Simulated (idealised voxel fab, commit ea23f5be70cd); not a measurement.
process module | voxel air gaps
Section shown: cut. Width: 225 nm. Cell size: 5 nm, square.
A cross-section is a grid of square cells, given in bands from the top down. A band is one or more rows of cells. Basically the band line says how high the top is and how high the bottom is, in nm, and then what's in it from left to right, every material with its width in nm. Empty space shows up as "blank", and if a single material carries "edge to edge" it runs the full band edge to edge. Heights from 0 (as-received wafer is one material below). Bottom band endless downward, as "top 0, no bottom". A two-number width, for instance "30 to 40", indicates that the width is equal to the first number in the top row of the band and to the second number in the bottom row, and that it changes by a constant amount per row of cells. It should be understood that the words "stayed the same", when stated for a given step, signify that the cross-section underwent no change in any of its cells during that step. If an empty space has no open way to the top and is at least 8 cells in size, "Closed void catalog" lists it, written width x height at distance, where distance is measured from the left edge and every value is in nm. On each step's line, the part that comes after the settings is the simulator's own comment on the step. A step line may carry the setting "overlay nm", which, for steps involving a mask, states the distance by which the mask lay to the right of its intended position; negative values denote displacement to the left. Heads up before you read on: it's before/after pairs around one process step each, after side only down to the lowest band that changed, step plus settings under the pair. Pairs can be from different runs of this module, same starting wafer, so only chain a pair onto the one above if its "Incoming structure" entry says so.
## Incoming structure
    top 0, no bottom  Si edge to edge
    Closed void catalog: none
## Sectional Result
    top 10, bottom 0  SiO2 edge to edge
    Rest of section, below 0: as before.
    Closed void catalog: none
For reference, the processing step occurring between the two cross-sections presented above is as follows: op CONFORMAL_DEP | material SiO2 | thk nm 10
Incoming structure: For the state before this step, see the after cross-section of the pair located directly above.
## Sectional Result
    top 15, bottom 10  SiCN edge to edge
    Rest of section, below 10: as before.
    Closed void catalog: none
For reference, the processing step occurring between the two cross-sections presented above is as follows: op CONFORMAL_DEP | material SiCN | thk nm 5
Incoming structure: For the state before this step, see the after cross-section of the pair located directly above.
## Sectional Result
    top 50, bottom 15  SiO2 edge to edge
    Rest of section, below 15: as before.
    Closed void catalog: none
For reference, the processing step occurring between the two cross-sections presented above is as follows: op DIRECTIONAL_DEP | material SiO2 | thk nm 35
Incoming structure: For the state before this step, see the after cross-section of the pair located directly above.
## Sectional Result
    top 50, bottom 15  SiO2 65 nm  blank 15 nm  SiO2 25 nm  blank 15 nm  SiO2 25 nm  blank 15 nm  SiO2 65 nm
    Rest of section, below 15: as before.
    Closed void catalog: none
For reference, the processing step occurring between the two cross-sections presented above is as follows: op MASKED_ETCH | tone open | mask id LINES | width nm 15 | pitch nm 40 | etch materials SiO2 | depth nm 35 | overlay nm 0
Incoming structure: For the state before this step, see the after cross-section of the pair located directly above.
## Sectional Result
    top 55, bottom 50  TiN 70 nm  blank 5 nm  TiN 35 nm  blank 5 nm  TiN 35 nm  blank 5 nm  TiN 70 nm
    top 50, bottom 20  SiO2 65 nm  TiN 5 nm  blank 5 nm  TiN 5 nm  SiO2 25 nm  TiN 5 nm  blank 5 nm  TiN 5 nm  SiO2 25 nm  TiN 5 nm  blank 5 nm  TiN 5 nm  SiO2 65 nm
    top 20, bottom 15  SiO2 65 nm  TiN 15 nm  SiO2 25 nm  TiN 15 nm  SiO2 25 nm  TiN 15 nm  SiO2 65 nm
    Rest of section, below 15: as before.
    Closed void catalog: none
For reference, the processing step occurring between the two cross-sections presented above is as follows: op CONFORMAL_DEP | material TiN | thk nm 5
Incoming structure: For the state before this step, see the after cross-section of the pair located directly above.
## Sectional Result
    top 60, bottom 55  Cu edge to edge
    top 55, bottom 50  TiN 70 nm  Cu 5 nm  TiN 35 nm  Cu 5 nm  TiN 35 nm  Cu 5 nm  TiN 70 nm
    top 50, bottom 20  SiO2 65 nm  TiN 5 nm  Cu 5 nm  TiN 5 nm  SiO2 25 nm  TiN 5 nm  Cu 5 nm  TiN 5 nm  SiO2 25 nm  TiN 5 nm  Cu 5 nm  TiN 5 nm  SiO2 65 nm
    Rest of section, below 20: as before.
    Closed void catalog: none
For reference, the processing step occurring between the two cross-sections presented above is as follows: op FILL_DEP | material Cu | thk nm 5
Incoming structure: For the state before this step, see the after cross-section of the pair located directly above.
## Sectional Result
    top 50, bottom 20  SiO2 65 nm  TiN 5 nm  Cu 5 nm  TiN 5 nm  SiO2 25 nm  TiN 5 nm  Cu 5 nm  TiN 5 nm  SiO2 25 nm  TiN 5 nm  Cu 5 nm  TiN 5 nm  SiO2 65 nm
    Rest of section, below 20: as before.
    Closed void catalog: none
For reference, the processing step occurring between the two cross-sections presented above is as follows: op CMP | height nm 50
Incoming structure: For the state before this step, see the after cross-section of the pair located directly above.
## Sectional Result
    top 60, bottom 50  blank 55 nm  Ru 35 nm  blank 5 nm  Ru 35 nm  blank 5 nm  Ru 35 nm  blank 55 nm
    Rest of section, below 50: as before.
    Closed void catalog: none
For reference, the processing step occurring between the two cross-sections presented above is as follows: op EPI | material Ru | thk nm 10
Incoming structure: For the state before this step, see the after cross-section of the pair located directly above.
## Sectional Result
    top 60, bottom 50  blank 55 nm  Ru 35 nm  blank 5 nm  Ru 35 nm  blank 5 nm  Ru 35 nm  blank 55 nm
    top 50, bottom 20  blank 65 nm  TiN 5 nm  Cu 5 nm  TiN 5 nm  blank 25 nm  TiN 5 nm  Cu 5 nm  TiN 5 nm  blank 25 nm  TiN 5 nm  Cu 5 nm  TiN 5 nm  blank 65 nm
    top 20, bottom 15  blank 65 nm  TiN 15 nm  blank 25 nm  TiN 15 nm  blank 25 nm  TiN 15 nm  blank 65 nm
    Rest of section, below 15: as before.
    Closed void catalog: none
For reference, the processing step occurring between the two cross-sections presented above is as follows: op SELECTIVE_ETCH | etch materials SiO2 | depth nm 45
Incoming structure: For the state before this step, see the after cross-section of the pair located directly above.
## Sectional Result
    top 65, bottom 60  blank 50 nm  SiCN 125 nm  blank 50 nm
    top 60, bottom 50  blank 50 nm  SiCN 5 nm  Ru 35 nm  SiCN 5 nm  Ru 35 nm  SiCN 5 nm  Ru 35 nm  SiCN 5 nm  blank 50 nm
    top 50, bottom 45  blank 50 nm  SiCN 15 nm  TiN 5 nm  Cu 5 nm  TiN 5 nm  SiCN 25 nm  TiN 5 nm  Cu 5 nm  TiN 5 nm  SiCN 25 nm  TiN 5 nm  Cu 5 nm  TiN 5 nm  SiCN 15 nm  blank 50 nm
    top 45, bottom 20  blank 60 nm  SiCN 5 nm  TiN 5 nm  Cu 5 nm  TiN 5 nm  SiCN 5 nm  blank 15 nm  SiCN 5 nm  TiN 5 nm  Cu 5 nm  TiN 5 nm  SiCN 5 nm  blank 15 nm  SiCN 5 nm  TiN 5 nm  Cu 5 nm  TiN 5 nm  SiCN 5 nm  blank 60 nm
    top 20, bottom 15  SiCN 65 nm  TiN 15 nm  SiCN 25 nm  TiN 15 nm  SiCN 25 nm  TiN 15 nm  SiCN 65 nm
    Rest of section, below 15: as before.
    Closed void catalog: 15 x 25 at 85; 15 x 25 at 125
For reference, the processing step occurring between the two cross-sections presented above is as follows: op CONFORMAL_DEP | material SiCN | thk nm 5
## Incoming structure
    top 10, bottom 0  SiO2 edge to edge
    top 0, no bottom  Si edge to edge
    Closed void catalog: none
## Sectional Result
    top 45, bottom 0  SiO2 edge to edge
    Rest of section, below 0: as before.
    Closed void catalog: none
For reference, the processing step occurring between the two cross-sections presented above is as follows: op DIRECTIONAL_DEP | material SiO2 | thk nm 35
Incoming structure: For the state before this step, see the after cross-section of the pair located directly above.
## Sectional Result
    top 45, bottom 10  SiO2 65 nm  blank 15 nm  SiO2 25 nm  blank 15 nm  SiO2 25 nm  blank 15 nm  SiO2 65 nm
    Rest of section, below 10: as before.
    Closed void catalog: none
For reference, the processing step occurring between the two cross-sections presented above is as follows: op MASKED_ETCH | tone open | mask id LINES | width nm 15 | pitch nm 40 | etch materials SiO2 | depth nm 35 | overlay nm 0
Incoming structure: For the state before this step, see the after cross-section of the pair located directly above.
## Sectional Result
    top 50, bottom 45  TiN 70 nm  blank 5 nm  TiN 35 nm  blank 5 nm  TiN 35 nm  blank 5 nm  TiN 70 nm
    top 45, bottom 15  SiO2 65 nm  TiN 5 nm  blank 5 nm  TiN 5 nm  SiO2 25 nm  TiN 5 nm  blank 5 nm  TiN 5 nm  SiO2 25 nm  TiN 5 nm  blank 5 nm  TiN 5 nm  SiO2 65 nm
    top 15, bottom 10  SiO2 65 nm  TiN 15 nm  SiO2 25 nm  TiN 15 nm  SiO2 25 nm  TiN 15 nm  SiO2 65 nm
    Rest of section, below 10: as before.
    Closed void catalog: none
For reference, the processing step occurring between the two cross-sections presented above is as follows: op CONFORMAL_DEP | material TiN | thk nm 5
Incoming structure: For the state before this step, see the after cross-section of the pair located directly above.
## Sectional Result
    top 55, bottom 50  Cu edge to edge
    top 50, bottom 45  TiN 70 nm  Cu 5 nm  TiN 35 nm  Cu 5 nm  TiN 35 nm  Cu 5 nm  TiN 70 nm
    top 45, bottom 15  SiO2 65 nm  TiN 5 nm  Cu 5 nm  TiN 5 nm  SiO2 25 nm  TiN 5 nm  Cu 5 nm  TiN 5 nm  SiO2 25 nm  TiN 5 nm  Cu 5 nm  TiN 5 nm  SiO2 65 nm
    Rest of section, below 15: as before.
    Closed void catalog: none
For reference, the processing step occurring between the two cross-sections presented above is as follows: op FILL_DEP | material Cu | thk nm 5
Incoming structure: For the state before this step, see the after cross-section of the pair located directly above.
## Sectional Result
    top 50, bottom 45  TiN 70 nm  Cu 5 nm  TiN 35 nm  Cu 5 nm  TiN 35 nm  Cu 5 nm  TiN 70 nm
    Rest of section, below 45: as before.
    Closed void catalog: none
For reference, the processing step occurring between the two cross-sections presented above is as follows: op CMP | height nm 50
Incoming structure: For the state before this step, see the after cross-section of the pair located directly above.
## Sectional Result
    top 60, bottom 50  Ru edge to edge
    Rest of section, below 50: as before.
    Closed void catalog: none
For reference, the processing step occurring between the two cross-sections presented above is as follows: op EPI | material Ru | thk nm 10
Incoming structure: For the state before this step, see the after cross-section of the pair located directly above.
## Sectional Result
    top 65, bottom 60  SiCN edge to edge
    Rest of section, below 60: as before.
    Closed void catalog: none
For reference, the processing step occurring between the two cross-sections presented above is as follows: op CONFORMAL_DEP | material SiCN | thk nm 5
## Incoming structure
    top 60, bottom 50  blank 55 nm  Ru 35 nm  blank 5 nm  Ru 35 nm  blank 5 nm  Ru 35 nm  blank 55 nm
    top 50, bottom 20  SiO2 65 nm  TiN 5 nm  Cu 5 nm  TiN 5 nm  SiO2 25 nm  TiN 5 nm  Cu 5 nm  TiN 5 nm  SiO2 25 nm  TiN 5 nm  Cu 5 nm  TiN 5 nm  SiO2 65 nm
    top 20, bottom 15  SiO2 65 nm  TiN 15 nm  SiO2 25 nm  TiN 15 nm  SiO2 25 nm  TiN 15 nm  SiO2 65 nm
    top 15, bottom 10  SiCN edge to edge
    top 10, bottom 0  SiO2 edge to edge
    top 0, no bottom  Si edge to edge
    Closed void catalog: none
## Sectional Result
    top 70, bottom 50  blank 45 nm  Ru 135 nm  blank 45 nm
    Rest of section, below 50: as before.
    Closed void catalog: none
For reference, the processing step occurring between the two cross-sections presented above is as follows: op EPI | material Ru | thk nm 10
Incoming structure: For the state before this step, see the after cross-section of the pair located directly above.
## Sectional Result
    top 70, bottom 50  blank 45 nm  Ru 135 nm  blank 45 nm
    top 50, bottom 20  blank 65 nm  TiN 5 nm  Cu 5 nm  TiN 5 nm  SiO2 25 nm  TiN 5 nm  Cu 5 nm  TiN 5 nm  SiO2 25 nm  TiN 5 nm  Cu 5 nm  TiN 5 nm  blank 65 nm
    top 20, bottom 15  blank 65 nm  TiN 15 nm  SiO2 25 nm  TiN 15 nm  SiO2 25 nm  TiN 15 nm  blank 65 nm
    Rest of section, below 15: as before.
    Closed void catalog: none
For reference, the processing step occurring between the two cross-sections presented above is as follows: op SELECTIVE_ETCH | etch materials SiO2 | depth nm 45
Incoming structure: For the state before this step, see the after cross-section of the pair located directly above.
## Sectional Result
    top 75, bottom 70  blank 40 nm  SiCN 145 nm  blank 40 nm
    top 70, bottom 50  blank 40 nm  SiCN 5 nm  Ru 135 nm  SiCN 5 nm  blank 40 nm
    top 50, bottom 45  blank 40 nm  SiCN 25 nm  TiN 5 nm  Cu 5 nm  TiN 5 nm  SiO2 25 nm  TiN 5 nm  Cu 5 nm  TiN 5 nm  SiO2 25 nm  TiN 5 nm  Cu 5 nm  TiN 5 nm  SiCN 25 nm  blank 40 nm
    top 45, bottom 20  blank 60 nm  SiCN 5 nm  TiN 5 nm  Cu 5 nm  TiN 5 nm  SiO2 25 nm  TiN 5 nm  Cu 5 nm  TiN 5 nm  SiO2 25 nm  TiN 5 nm  Cu 5 nm  TiN 5 nm  SiCN 5 nm  blank 60 nm
    top 20, bottom 15  SiCN 65 nm  TiN 15 nm  SiO2 25 nm  TiN 15 nm  SiO2 25 nm  TiN 15 nm  SiCN 65 nm
    Rest of section, below 15: as before.
    Closed void catalog: none
For reference, the processing step occurring between the two cross-sections presented above is as follows: op CONFORMAL_DEP | material SiCN | thk nm 5
## Incoming structure
    top 50, bottom 20  SiO2 65 nm  TiN 5 nm  Cu 5 nm  TiN 5 nm  SiO2 25 nm  TiN 5 nm  Cu 5 nm  TiN 5 nm  SiO2 25 nm  TiN 5 nm  Cu 5 nm  TiN 5 nm  SiO2 65 nm
    top 20, bottom 15  SiO2 65 nm  TiN 15 nm  SiO2 25 nm  TiN 15 nm  SiO2 25 nm  TiN 15 nm  SiO2 65 nm
    top 15, bottom 10  SiCN edge to edge
    top 10, bottom 0  SiO2 edge to edge
    top 0, no bottom  Si edge to edge
    Closed void catalog: none
## Sectional Result
    top 50, bottom 20  blank 65 nm  TiN 5 nm  Cu 5 nm  TiN 5 nm  blank 25 nm  TiN 5 nm  Cu 5 nm  TiN 5 nm  blank 25 nm  TiN 5 nm  Cu 5 nm  TiN 5 nm  blank 65 nm
    top 20, bottom 15  blank 65 nm  TiN 15 nm  blank 25 nm  TiN 15 nm  blank 25 nm  TiN 15 nm  blank 65 nm
    Rest of section, below 15: as before.
    Closed void catalog: none
For reference, the processing step occurring between the two cross-sections presented above is as follows: op SELECTIVE_ETCH | etch materials SiO2 | depth nm 45
Incoming structure: For the state before this step, see the after cross-section of the pair located directly above.
## Sectional Result
    top 60, bottom 50  blank 55 nm  Ru 35 nm  blank 5 nm  Ru 35 nm  blank 5 nm  Ru 35 nm  blank 55 nm
    top 50, bottom 20  blank 55 nm  Ru 10 nm  TiN 5 nm  Cu 5 nm  TiN 5 nm  Ru 10 nm  blank 5 nm  Ru 10 nm  TiN 5 nm  Cu 5 nm  TiN 5 nm  Ru 10 nm  blank 5 nm  Ru 10 nm  TiN 5 nm  Cu 5 nm  TiN 5 nm  Ru 10 nm  blank 55 nm
    top 20, bottom 15  blank 55 nm  Ru 10 nm  TiN 15 nm  Ru 10 nm  blank 5 nm  Ru 10 nm  TiN 15 nm  Ru 10 nm  blank 5 nm  Ru 10 nm  TiN 15 nm  Ru 10 nm  blank 55 nm
    Rest of section, below 15: as before.
    Closed void catalog: none
For reference, the processing step occurring between the two cross-sections presented above is as follows: op EPI | material Ru | thk nm 10
Incoming structure: For the state before this step, see the after cross-section of the pair located directly above.
## Sectional Result
    top 65, bottom 60  blank 50 nm  SiCN 125 nm  blank 50 nm
    top 60, bottom 50  blank 50 nm  SiCN 5 nm  Ru 35 nm  SiCN 5 nm  Ru 35 nm  SiCN 5 nm  Ru 35 nm  SiCN 5 nm  blank 50 nm
    top 50, bottom 20  blank 50 nm  SiCN 5 nm  Ru 10 nm  TiN 5 nm  Cu 5 nm  TiN 5 nm  Ru 10 nm  SiCN 5 nm  Ru 10 nm  TiN 5 nm  Cu 5 nm  TiN 5 nm  Ru 10 nm  SiCN 5 nm  Ru 10 nm  TiN 5 nm  Cu 5 nm  TiN 5 nm  Ru 10 nm  SiCN 5 nm  blank 50 nm
    top 20, bottom 15  SiCN 55 nm  Ru 10 nm  TiN 15 nm  Ru 10 nm  SiCN 5 nm  Ru 10 nm  TiN 15 nm  Ru 10 nm  SiCN 5 nm  Ru 10 nm  TiN 15 nm  Ru 10 nm  SiCN 55 nm
    Rest of section, below 15: as before.
    Closed void catalog: none
For reference, the processing step occurring between the two cross-sections presented above is as follows: op CONFORMAL_DEP | material SiCN | thk nm 5
## Incoming structure
    top 0, no bottom  Si edge to edge
    Closed void catalog: none
## Sectional Result
    top 5, bottom 0  SiO2 edge to edge
    Rest of section, below 0: as before.
    Closed void catalog: none
For reference, the processing step occurring between the two cross-sections presented above is as follows: op CONFORMAL_DEP | material SiO2 | thk nm 5
Incoming structure: For the state before this step, see the after cross-section of the pair located directly above.
## Sectional Result
    top 10, bottom 5  SiCN edge to edge
    Rest of section, below 5: as before.
    Closed void catalog: none
For reference, the processing step occurring between the two cross-sections presented above is as follows: op CONFORMAL_DEP | material SiCN | thk nm 5
Incoming structure: For the state before this step, see the after cross-section of the pair located directly above.
## Sectional Result
    top 45, bottom 10  SiO2 edge to edge
    Rest of section, below 10: as before.
    Closed void catalog: none
For reference, the processing step occurring between the two cross-sections presented above is as follows: op DIRECTIONAL_DEP | material SiO2 | thk nm 35
Incoming structure: For the state before this step, see the after cross-section of the pair located directly above.
## Sectional Result
    top 45, bottom 10  SiO2 65 nm  blank 15 nm  SiO2 25 nm  blank 15 nm  SiO2 25 nm  blank 15 nm  SiO2 65 nm
    Rest of section, below 10: as before.
    Closed void catalog: none
For reference, the processing step occurring between the two cross-sections presented above is as follows: op MASKED_ETCH | tone open | mask id LINES | width nm 15 | pitch nm 40 | etch materials SiO2 | depth nm 35 | overlay nm 0
Incoming structure: For the state before this step, see the after cross-section of the pair located directly above.
## Sectional Result
    top 50, bottom 45  TiN 70 nm  blank 5 nm  TiN 35 nm  blank 5 nm  TiN 35 nm  blank 5 nm  TiN 70 nm
    top 45, bottom 15  SiO2 65 nm  TiN 5 nm  blank 5 nm  TiN 5 nm  SiO2 25 nm  TiN 5 nm  blank 5 nm  TiN 5 nm  SiO2 25 nm  TiN 5 nm  blank 5 nm  TiN 5 nm  SiO2 65 nm
    top 15, bottom 10  SiO2 65 nm  TiN 15 nm  SiO2 25 nm  TiN 15 nm  SiO2 25 nm  TiN 15 nm  SiO2 65 nm
    Rest of section, below 10: as before.
    Closed void catalog: none
For reference, the processing step occurring between the two cross-sections presented above is as follows: op CONFORMAL_DEP | material TiN | thk nm 5
Incoming structure: For the state before this step, see the after cross-section of the pair located directly above.
## Sectional Result
    top 55, bottom 50  Cu edge to edge
    top 50, bottom 45  TiN 70 nm  Cu 5 nm  TiN 35 nm  Cu 5 nm  TiN 35 nm  Cu 5 nm  TiN 70 nm
    top 45, bottom 15  SiO2 65 nm  TiN 5 nm  Cu 5 nm  TiN 5 nm  SiO2 25 nm  TiN 5 nm  Cu 5 nm  TiN 5 nm  SiO2 25 nm  TiN 5 nm  Cu 5 nm  TiN 5 nm  SiO2 65 nm
    Rest of section, below 15: as before.
    Closed void catalog: none
For reference, the processing step occurring between the two cross-sections presented above is as follows: op FILL_DEP | material Cu | thk nm 5
Incoming structure: For the state before this step, see the after cross-section of the pair located directly above.
## Sectional Result
    top 50, bottom 45  TiN 70 nm  Cu 5 nm  TiN 35 nm  Cu 5 nm  TiN 35 nm  Cu 5 nm  TiN 70 nm
    Rest of section, below 45: as before.
    Closed void catalog: none
For reference, the processing step occurring between the two cross-sections presented above is as follows: op CMP | height nm 50
Incoming structure: For the state before this step, see the after cross-section of the pair located directly above.
## Sectional Result
    top 60, bottom 50  Ru edge to edge
    Rest of section, below 50: as before.
    Closed void catalog: none
For reference, the processing step occurring between the two cross-sections presented above is as follows: op EPI | material Ru | thk nm 10
Incoming structure: For the state before this step, see the after cross-section of the pair located directly above.
## Sectional Result
    top 65, bottom 60  SiCN edge to edge
    Rest of section, below 60: as before.
    Closed void catalog: none
For reference, the processing step occurring between the two cross-sections presented above is as follows: op CONFORMAL_DEP | material SiCN | thk nm 5
## Incoming structure
    top 50, bottom 15  SiO2 edge to edge
    top 15, bottom 10  SiCN edge to edge
    top 10, bottom 0  SiO2 edge to edge
    top 0, no bottom  Si edge to edge
    Closed void catalog: none
## Sectional Result
    top 50, bottom 15  SiO2 60 nm  blank 25 nm  SiO2 15 nm  blank 25 nm  SiO2 15 nm  blank 25 nm  SiO2 60 nm
    Rest of section, below 15: as before.
    Closed void catalog: none
For reference, the processing step occurring between the two cross-sections presented above is as follows: op MASKED_ETCH | tone open | mask id LINES | width nm 25 | pitch nm 40 | etch materials SiO2 | depth nm 35 | overlay nm 0
Incoming structure: For the state before this step, see the after cross-section of the pair located directly above.
## Sectional Result
    top 55, bottom 50  TiN 65 nm  blank 15 nm  TiN 25 nm  blank 15 nm  TiN 25 nm  blank 15 nm  TiN 65 nm
    top 50, bottom 20  SiO2 60 nm  TiN 5 nm  blank 15 nm  TiN 5 nm  SiO2 15 nm  TiN 5 nm  blank 15 nm  TiN 5 nm  SiO2 15 nm  TiN 5 nm  blank 15 nm  TiN 5 nm  SiO2 60 nm
    top 20, bottom 15  SiO2 60 nm  TiN 25 nm  SiO2 15 nm  TiN 25 nm  SiO2 15 nm  TiN 25 nm  SiO2 60 nm
    Rest of section, below 15: as before.
    Closed void catalog: none
For reference, the processing step occurring between the two cross-sections presented above is as follows: op CONFORMAL_DEP | material TiN | thk nm 5
Incoming structure: For the state before this step, see the after cross-section of the pair located directly above.
## Sectional Result
    top 60, bottom 55  Cu edge to edge
    top 55, bottom 50  TiN 65 nm  Cu 15 nm  TiN 25 nm  Cu 15 nm  TiN 25 nm  Cu 15 nm  TiN 65 nm
    top 50, bottom 20  SiO2 60 nm  TiN 5 nm  Cu 15 nm  TiN 5 nm  SiO2 15 nm  TiN 5 nm  Cu 15 nm  TiN 5 nm  SiO2 15 nm  TiN 5 nm  Cu 15 nm  TiN 5 nm  SiO2 60 nm
    Rest of section, below 20: as before.
    Closed void catalog: none
For reference, the processing step occurring between the two cross-sections presented above is as follows: op FILL_DEP | material Cu | thk nm 5
Incoming structure: For the state before this step, see the after cross-section of the pair located directly above.
## Sectional Result
    top 50, bottom 20  SiO2 60 nm  TiN 5 nm  Cu 15 nm  TiN 5 nm  SiO2 15 nm  TiN 5 nm  Cu 15 nm  TiN 5 nm  SiO2 15 nm  TiN 5 nm  Cu 15 nm  TiN 5 nm  SiO2 60 nm
    Rest of section, below 20: as before.
    Closed void catalog: none
For reference, the processing step occurring between the two cross-sections presented above is as follows: op CMP | height nm 50
Incoming structure: For the state before this step, see the after cross-section of the pair located directly above.
## Sectional Result
    top 60, bottom 50  blank 50 nm  Ru 125 nm  blank 50 nm
    Rest of section, below 50: as before.
    Closed void catalog: none
For reference, the processing step occurring between the two cross-sections presented above is as follows: op EPI | material Ru | thk nm 10
Incoming structure: For the state before this step, see the after cross-section of the pair located directly above.
## Sectional Result
    top 60, bottom 50  blank 50 nm  Ru 125 nm  blank 50 nm
    top 50, bottom 20  blank 60 nm  TiN 5 nm  Cu 15 nm  TiN 5 nm  SiO2 15 nm  TiN 5 nm  Cu 15 nm  TiN 5 nm  SiO2 15 nm  TiN 5 nm  Cu 15 nm  TiN 5 nm  blank 60 nm
    top 20, bottom 15  blank 60 nm  TiN 25 nm  SiO2 15 nm  TiN 25 nm  SiO2 15 nm  TiN 25 nm  blank 60 nm
    Rest of section, below 15: as before.
    Closed void catalog: none
For reference, the processing step occurring between the two cross-sections presented above is as follows: op SELECTIVE_ETCH | etch materials SiO2 | depth nm 45
Incoming structure: For the state before this step, see the after cross-section of the pair located directly above.
## Sectional Result
    top 65, bottom 60  blank 45 nm  SiCN 135 nm  blank 45 nm
    top 60, bottom 50  blank 45 nm  SiCN 5 nm  Ru 125 nm  SiCN 5 nm  blank 45 nm
    top 50, bottom 45  blank 45 nm  SiCN 15 nm  TiN 5 nm  Cu 15 nm  TiN 5 nm  SiO2 15 nm  TiN 5 nm  Cu 15 nm  TiN 5 nm  SiO2 15 nm  TiN 5 nm  Cu 15 nm  TiN 5 nm  SiCN 15 nm  blank 45 nm
    top 45, bottom 20  blank 55 nm  SiCN 5 nm  TiN 5 nm  Cu 15 nm  TiN 5 nm  SiO2 15 nm  TiN 5 nm  Cu 15 nm  TiN 5 nm  SiO2 15 nm  TiN 5 nm  Cu 15 nm  TiN 5 nm  SiCN 5 nm  blank 55 nm
    top 20, bottom 15  SiCN 60 nm  TiN 25 nm  SiO2 15 nm  TiN 25 nm  SiO2 15 nm  TiN 25 nm  SiCN 60 nm
    Rest of section, below 15: as before.
    Closed void catalog: none
For reference, the processing step occurring between the two cross-sections presented above is as follows: op CONFORMAL_DEP | material SiCN | thk nm 5
## Incoming structure
    top 50, bottom 15  SiO2 edge to edge
    top 15, bottom 10  SiCN edge to edge
    top 10, bottom 0  SiO2 edge to edge
    top 0, no bottom  Si edge to edge
    Closed void catalog: none
## Sectional Result
    top 50, bottom 15  SiO2 70 nm  blank 15 nm  SiO2 25 nm  blank 15 nm  SiO2 25 nm  blank 15 nm  SiO2 60 nm
    Rest of section, below 15: as before.
    Closed void catalog: none
For reference, the processing step occurring between the two cross-sections presented above is as follows: op MASKED_ETCH | tone open | mask id LINES | width nm 15 | pitch nm 40 | etch materials SiO2 | depth nm 35 | overlay nm 5
Incoming structure: For the state before this step, see the after cross-section of the pair located directly above.
## Sectional Result
    top 55, bottom 50  TiN 75 nm  blank 5 nm  TiN 35 nm  blank 5 nm  TiN 35 nm  blank 5 nm  TiN 65 nm
    top 50, bottom 20  SiO2 70 nm  TiN 5 nm  blank 5 nm  TiN 5 nm  SiO2 25 nm  TiN 5 nm  blank 5 nm  TiN 5 nm  SiO2 25 nm  TiN 5 nm  blank 5 nm  TiN 5 nm  SiO2 60 nm
    top 20, bottom 15  SiO2 70 nm  TiN 15 nm  SiO2 25 nm  TiN 15 nm  SiO2 25 nm  TiN 15 nm  SiO2 60 nm
    Rest of section, below 15: as before.
    Closed void catalog: none
For reference, the processing step occurring between the two cross-sections presented above is as follows: op CONFORMAL_DEP | material TiN | thk nm 5
Incoming structure: For the state before this step, see the after cross-section of the pair located directly above.
## Sectional Result
    top 60, bottom 55  Cu edge to edge
    top 55, bottom 50  TiN 75 nm  Cu 5 nm  TiN 35 nm  Cu 5 nm  TiN 35 nm  Cu 5 nm  TiN 65 nm
    top 50, bottom 20  SiO2 70 nm  TiN 5 nm  Cu 5 nm  TiN 5 nm  SiO2 25 nm  TiN 5 nm  Cu 5 nm  TiN 5 nm  SiO2 25 nm  TiN 5 nm  Cu 5 nm  TiN 5 nm  SiO2 60 nm
    Rest of section, below 20: as before.
    Closed void catalog: none
For reference, the processing step occurring between the two cross-sections presented above is as follows: op FILL_DEP | material Cu | thk nm 5
Incoming structure: For the state before this step, see the after cross-section of the pair located directly above.
## Sectional Result
    top 50, bottom 20  SiO2 70 nm  TiN 5 nm  Cu 5 nm  TiN 5 nm  SiO2 25 nm  TiN 5 nm  Cu 5 nm  TiN 5 nm  SiO2 25 nm  TiN 5 nm  Cu 5 nm  TiN 5 nm  SiO2 60 nm
    Rest of section, below 20: as before.
    Closed void catalog: none
For reference, the processing step occurring between the two cross-sections presented above is as follows: op CMP | height nm 50
Incoming structure: For the state before this step, see the after cross-section of the pair located directly above.
## Sectional Result
    top 60, bottom 50  blank 60 nm  Ru 35 nm  blank 5 nm  Ru 35 nm  blank 5 nm  Ru 35 nm  blank 50 nm
    Rest of section, below 50: as before.
    Closed void catalog: none
For reference, the processing step occurring between the two cross-sections presented above is as follows: op EPI | material Ru | thk nm 10
Incoming structure: For the state before this step, see the after cross-section of the pair located directly above.
## Sectional Result
    top 60, bottom 50  blank 60 nm  Ru 35 nm  blank 5 nm  Ru 35 nm  blank 5 nm  Ru 35 nm  blank 50 nm
    top 50, bottom 20  blank 70 nm  TiN 5 nm  Cu 5 nm  TiN 5 nm  blank 25 nm  TiN 5 nm  Cu 5 nm  TiN 5 nm  blank 25 nm  TiN 5 nm  Cu 5 nm  TiN 5 nm  blank 60 nm
    top 20, bottom 15  blank 70 nm  TiN 15 nm  blank 25 nm  TiN 15 nm  blank 25 nm  TiN 15 nm  blank 60 nm
    Rest of section, below 15: as before.
    Closed void catalog: none
For reference, the processing step occurring between the two cross-sections presented above is as follows: op SELECTIVE_ETCH | etch materials SiO2 | depth nm 45
Incoming structure: For the state before this step, see the after cross-section of the pair located directly above.
## Sectional Result
    top 65, bottom 60  blank 55 nm  SiCN 125 nm  blank 45 nm
    top 60, bottom 50  blank 55 nm  SiCN 5 nm  Ru 35 nm  SiCN 5 nm  Ru 35 nm  SiCN 5 nm  Ru 35 nm  SiCN 5 nm  blank 45 nm
    top 50, bottom 45  blank 55 nm  SiCN 15 nm  TiN 5 nm  Cu 5 nm  TiN 5 nm  SiCN 25 nm  TiN 5 nm  Cu 5 nm  TiN 5 nm  SiCN 25 nm  TiN 5 nm  Cu 5 nm  TiN 5 nm  SiCN 15 nm  blank 45 nm
    top 45, bottom 20  blank 65 nm  SiCN 5 nm  TiN 5 nm  Cu 5 nm  TiN 5 nm  SiCN 5 nm  blank 15 nm  SiCN 5 nm  TiN 5 nm  Cu 5 nm  TiN 5 nm  SiCN 5 nm  blank 15 nm  SiCN 5 nm  TiN 5 nm  Cu 5 nm  TiN 5 nm  SiCN 5 nm  blank 55 nm
    top 20, bottom 15  SiCN 70 nm  TiN 15 nm  SiCN 25 nm  TiN 15 nm  SiCN 25 nm  TiN 15 nm  SiCN 60 nm
    Rest of section, below 15: as before.
    Closed void catalog: 15 x 25 at 90; 15 x 25 at 130
For reference, the processing step occurring between the two cross-sections presented above is as follows: op CONFORMAL_DEP | material SiCN | thk nm 5
